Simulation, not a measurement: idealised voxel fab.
process module | voxel gate over fins
cross-section cut | 250 nm wide | cells 5 nm
A cross-section is a grid of square cells, given in bands from the top down. A band is one or more rows of cells.
Each band's line starts with the height of the band's top and of its bottom, in nm. Then come its materials from left to right, each with its width in nm. One material with "throughout" fills the band from edge to edge. "air" is empty space.
Height 0 is the level under which the wafer as received is all one material. The lowest band goes on downwards, as in "0 down".
A width such as "30 to 40" changes by the same amount from each row of cells to the next, from the band's top row to its bottom row.
"no change" after a step means that no cell of the cross-section changed.
closed voids: empty space of 8 cells or more with no open way to the top, each as width x height at its distance from the left edge, in nm
after a step's settings: what the simulator itself notes on the step
overlay nm, on a step with a mask: how far to the right of its planned place the mask lay; to the left if negative
plan
1 op RECEIVE | material Si
2 op CONFORMAL_DEP | material SiN | thk nm 10
3 op DIRECTIONAL_DEP | material aC | thk nm 15
4 op PATTERN | tone cover | mask id FINS | material resist | width nm 15 | pitch nm 35 | thk nm 35 | overlay nm 0
5 op DIRECTIONAL_ETCH | etch materials aC | depth nm 15
6 op STRIP | etch materials resist
7 op DIRECTIONAL_ETCH | etch materials SiN | depth nm 10
8 op DIRECTIONAL_ETCH | etch materials Si | depth nm 30
9 op STRIP | etch materials aC
10 op OXIDIZE | depth nm 5
11 op FILL_DEP | material SiO2 | thk nm 5
12 op CMP | height nm 10
13 op SELECTIVE_ETCH | etch materials SiO2 | depth nm 25
14 op STRIP | etch materials SiN
15 op CONFORMAL_DEP | material HfO2 | thk nm 5
16 op CONFORMAL_DEP | material TiN | thk nm 5
17 op FILL_DEP | material W | thk nm 15
18 op CMP | height nm 20
19 op CONFORMAL_DEP | material SiCN | thk nm 5
first wafer, as planned
as received, after step 1
  0 down: Si throughout
  closed voids: none
after step 2
  10 to 0: SiN throughout
  below 0: unchanged
after step 3
  25 to 10: aC throughout
  below 10: unchanged
after step 4
  60 to 25: air 100 | resist 15 | air 20 | resist 15 | air 100
  below 25: unchanged
after step 5
  45 to 25: air 100 | resist 15 | air 20 | resist 15 | air 100
  25 to 10: air 100 | aC 15 | air 20 | aC 15 | air 100
  below 10: unchanged
after step 6
  25 to 10: air 100 | aC 15 | air 20 | aC 15 | air 100
  below 10: unchanged
after step 7
  25 to 10: air 100 | aC 15 | air 20 | aC 15 | air 100
  10 to 0: air 100 | SiN 15 | air 20 | SiN 15 | air 100
  below 0: unchanged
after step 8
  25 to 10: air 100 | aC 15 | air 20 | aC 15 | air 100
  10 to 0: air 100 | SiN 15 | air 20 | SiN 15 | air 100
  0 to -30: air 100 | Si 15 | air 20 | Si 15 | air 100
  below -30: unchanged
after step 9
  10 to 0: air 100 | SiN 15 | air 20 | SiN 15 | air 100
  below 0: unchanged
after step 10
  10 to 0: air 100 | SiN 15 | air 20 | SiN 15 | air 100
  0 to -30: air 100 | SiO2 5 | Si 5 | SiO2 5 | air 20 | SiO2 5 | Si 5 | SiO2 5 | air 100
  -30 to -35: SiO2 105 | Si 5 | SiO2 30 | Si 5 | SiO2 105
  below -35: unchanged
after step 11
  15 to 10: SiO2 throughout
  10 to 0: SiO2 100 | SiN 15 | SiO2 20 | SiN 15 | SiO2 100
  0 to -35: SiO2 105 | Si 5 | SiO2 30 | Si 5 | SiO2 105
  below -35: unchanged
after step 12
  10 to 0: SiO2 100 | SiN 15 | SiO2 20 | SiN 15 | SiO2 100
  below 0: unchanged
after step 13
  10 to 0: air 100 | SiN 15 | air 20 | SiN 15 | air 100
  0 to -15: air 105 | Si 5 | air 30 | Si 5 | air 105
  below -15: unchanged
after step 14
  0 to -15: air 105 | Si 5 | air 30 | Si 5 | air 105
  below -15: unchanged
after step 15
  5 to 0: air 100 | HfO2 15 | air 20 | HfO2 15 | air 100
  0 to -10: air 100 | HfO2 5 | Si 5 | HfO2 5 | air 20 | HfO2 5 | Si 5 | HfO2 5 | air 100
  -10 to -15: HfO2 105 | Si 5 | HfO2 30 | Si 5 | HfO2 105
  below -15: unchanged
after step 16
  10 to 5: air 95 | TiN 25 | air 10 | TiN 25 | air 95
  5 to 0: air 95 | TiN 5 | HfO2 15 | TiN 5 | air 10 | TiN 5 | HfO2 15 | TiN 5 | air 95
  0 to -5: air 95 | TiN 5 | HfO2 5 | Si 5 | HfO2 5 | TiN 5 | air 10 | TiN 5 | HfO2 5 | Si 5 | HfO2 5 | TiN 5 | air 95
  -5 to -10: TiN 100 | HfO2 5 | Si 5 | HfO2 5 | TiN 20 | HfO2 5 | Si 5 | HfO2 5 | TiN 100
  below -10: unchanged
after step 17
  25 to 10: W throughout
  10 to 5: W 95 | TiN 25 | W 10 | TiN 25 | W 95
  5 to 0: W 95 | TiN 5 | HfO2 15 | TiN 5 | W 10 | TiN 5 | HfO2 15 | TiN 5 | W 95
  0 to -5: W 95 | TiN 5 | HfO2 5 | Si 5 | HfO2 5 | TiN 5 | W 10 | TiN 5 | HfO2 5 | Si 5 | HfO2 5 | TiN 5 | W 95
  below -5: unchanged
after step 18
  20 to 10: W throughout
  below 10: unchanged
after step 19
  25 to 20: SiCN throughout
  below 20: unchanged
second wafer: like start, like plan, one mistake. Through step 7 it matches the first wafer
when step 8 should have ended
  25 to 10: air 100 | aC 15 | air 20 | aC 15 | air 100
  10 to 0: air 100 | SiN 15 | air 20 | SiN 15 | air 100
  0 to -20: air 100 | Si 15 | air 20 | Si 15 | air 100
  below -20: unchanged
when step 9 should have ended
  10 to 0: air 100 | SiN 15 | air 20 | SiN 15 | air 100
  below 0: unchanged
when step 10 should have ended
  10 to 0: air 100 | SiN 15 | air 20 | SiN 15 | air 100
  0 to -20: air 100 | SiO2 5 | Si 5 | SiO2 5 | air 20 | SiO2 5 | Si 5 | SiO2 5 | air 100
  -20 to -25: SiO2 105 | Si 5 | SiO2 30 | Si 5 | SiO2 105
  below -25: unchanged
when step 11 should have ended
  15 to 10: SiO2 throughout
  10 to 0: SiO2 100 | SiN 15 | SiO2 20 | SiN 15 | SiO2 100
  0 to -25: SiO2 105 | Si 5 | SiO2 30 | Si 5 | SiO2 105
  below -25: unchanged
when step 12 should have ended
  10 to 0: SiO2 100 | SiN 15 | SiO2 20 | SiN 15 | SiO2 100
  below 0: unchanged
when step 13 should have ended
  10 to 0: air 100 | SiN 15 | air 20 | SiN 15 | air 100
  0 to -15: air 105 | Si 5 | air 30 | Si 5 | air 105
  below -15: unchanged
when step 14 should have ended
  0 to -15: air 105 | Si 5 | air 30 | Si 5 | air 105
  below -15: unchanged
when step 15 should have ended
  5 to 0: air 100 | HfO2 15 | air 20 | HfO2 15 | air 100
  0 to -10: air 100 | HfO2 5 | Si 5 | HfO2 5 | air 20 | HfO2 5 | Si 5 | HfO2 5 | air 100
  -10 to -15: HfO2 105 | Si 5 | HfO2 30 | Si 5 | HfO2 105
  below -15: unchanged
when step 16 should have ended
  10 to 5: air 95 | TiN 25 | air 10 | TiN 25 | air 95
  5 to 0: air 95 | TiN 5 | HfO2 15 | TiN 5 | air 10 | TiN 5 | HfO2 15 | TiN 5 | air 95
  0 to -5: air 95 | TiN 5 | HfO2 5 | Si 5 | HfO2 5 | TiN 5 | air 10 | TiN 5 | HfO2 5 | Si 5 | HfO2 5 | TiN 5 | air 95
  -5 to -10: TiN 100 | HfO2 5 | Si 5 | HfO2 5 | TiN 20 | HfO2 5 | Si 5 | HfO2 5 | TiN 100
  below -10: unchanged
when step 17 should have ended
  25 to 10: W throughout
  10 to 5: W 95 | TiN 25 | W 10 | TiN 25 | W 95
  5 to 0: W 95 | TiN 5 | HfO2 15 | TiN 5 | W 10 | TiN 5 | HfO2 15 | TiN 5 | W 95
  0 to -5: W 95 | TiN 5 | HfO2 5 | Si 5 | HfO2 5 | TiN 5 | W 10 | TiN 5 | HfO2 5 | Si 5 | HfO2 5 | TiN 5 | W 95
  below -5: unchanged
when step 18 should have ended
  20 to 10: W throughout
  below 10: unchanged
when step 19 should have ended
  25 to 20: SiCN throughout
  below 20: unchanged
what went wrong: step 8 ran as: op DIRECTIONAL_ETCH | etch materials Si | depth nm 20
at the end the second wafer has, in cells: 96 more of Si | 96 fewer of SiO2
